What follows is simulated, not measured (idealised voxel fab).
Name of the process module below: voxel gate over fins
Cross-section cut spans 145 nm and uses square cells 5 nm in size.
Cross-sections here: square-cell grids, written as top-down lists of bands, a band being one or more rows of cells. Within each band entry, the heights of the top and of the bottom of the band appear first, in that order and in nm; the materials of the band then follow from left to right, each with its corresponding width in nm. The designation "everywhere" on a single material indicates that it fills the band from edge to edge; the designation "empty" indicates empty space. Heads up on the height convention: 0 is the point under which the incoming wafer is all one material, and the lowest band has no bottom, it just keeps going down, like "z 0 and below". A width such as "30->40" changes by the same amount from each row of cells to the next, from the band's top row to its bottom row. Where the words "no alteration" appear for a step, the cross-section shows no cell changed by that step; every cell remained as before. Voids not open to the top, 8 cells minimum: see "Unvented internal voids". Written width x height at distance; distance is from the left edge; nm. On a step's line, text after the settings is the simulator commenting on that step. "overlay nm" denotes, for a step that has a mask, the displacement of the mask to the right of its planned place, with negative values corresponding to the left.
## Planned step list for the process
1,op RECEIVE | material Si
2,op CONFORMAL_DEP | material SiN | thk nm 5
3,op PATTERN | tone cover | mask id FINS | material resist | width nm 15 | pitch nm 35 | thk nm 20 | overlay nm 0
4,op DIRECTIONAL_ETCH | etch materials SiN | depth nm 5
5,op DIRECTIONAL_ETCH | etch materials Si | depth nm 30
6,op STRIP | etch materials resist
7,op OXIDIZE | depth nm 5
8,op FILL_DEP | material SiO2 | thk nm 15
9,op CMP | height nm 5
10,op SELECTIVE_ETCH | etch materials SiO2 | depth nm 15
11,op STRIP | etch materials SiN
12,op CONFORMAL_DEP | material HfO2 | thk nm 5
13,op CONFORMAL_DEP | material TiN | thk nm 5
14,op FILL_DEP | material W | thk nm 15
15,op CMP | height nm 20
16,op CONFORMAL_DEP | material SiN | thk nm 5
## as received, after step 1
    z 0 and below: Si everywhere
    Unvented internal voids: none
## The plan above was carried out on the starting structure above with one mistake, and this cross-section shows the wafer at the end of the module
    z 25 to 20: SiN everywhere
    z 20 to 10: 15 W  115 TiN  15 W
    z 10 to 5: TiN everywhere
    z 5 to 0: 30 TiN  15 HfO2  20 TiN  15 HfO2  20 TiN  15 HfO2  30 TiN
    z 0 to -5: 30 TiN  5 HfO2  5 Si  5 HfO2  20 TiN  5 HfO2  5 Si  5 HfO2  20 TiN  5 HfO2  5 Si  5 HfO2  30 TiN
    z -5 to -10: 35 HfO2  5 Si  30 HfO2  5 Si  30 HfO2  5 Si  35 HfO2
    z -10 to -35: 35 SiO2  5 Si  30 SiO2  5 Si  30 SiO2  5 Si  35 SiO2
    z -35 and below: Si everywhere
    Unvented internal voids: none
Heads up, the wafer didn't run the way we planned it: step 13 was processed under conditions differing from the plan, specifically as op CONFORMAL_DEP | material TiN | thk nm 15
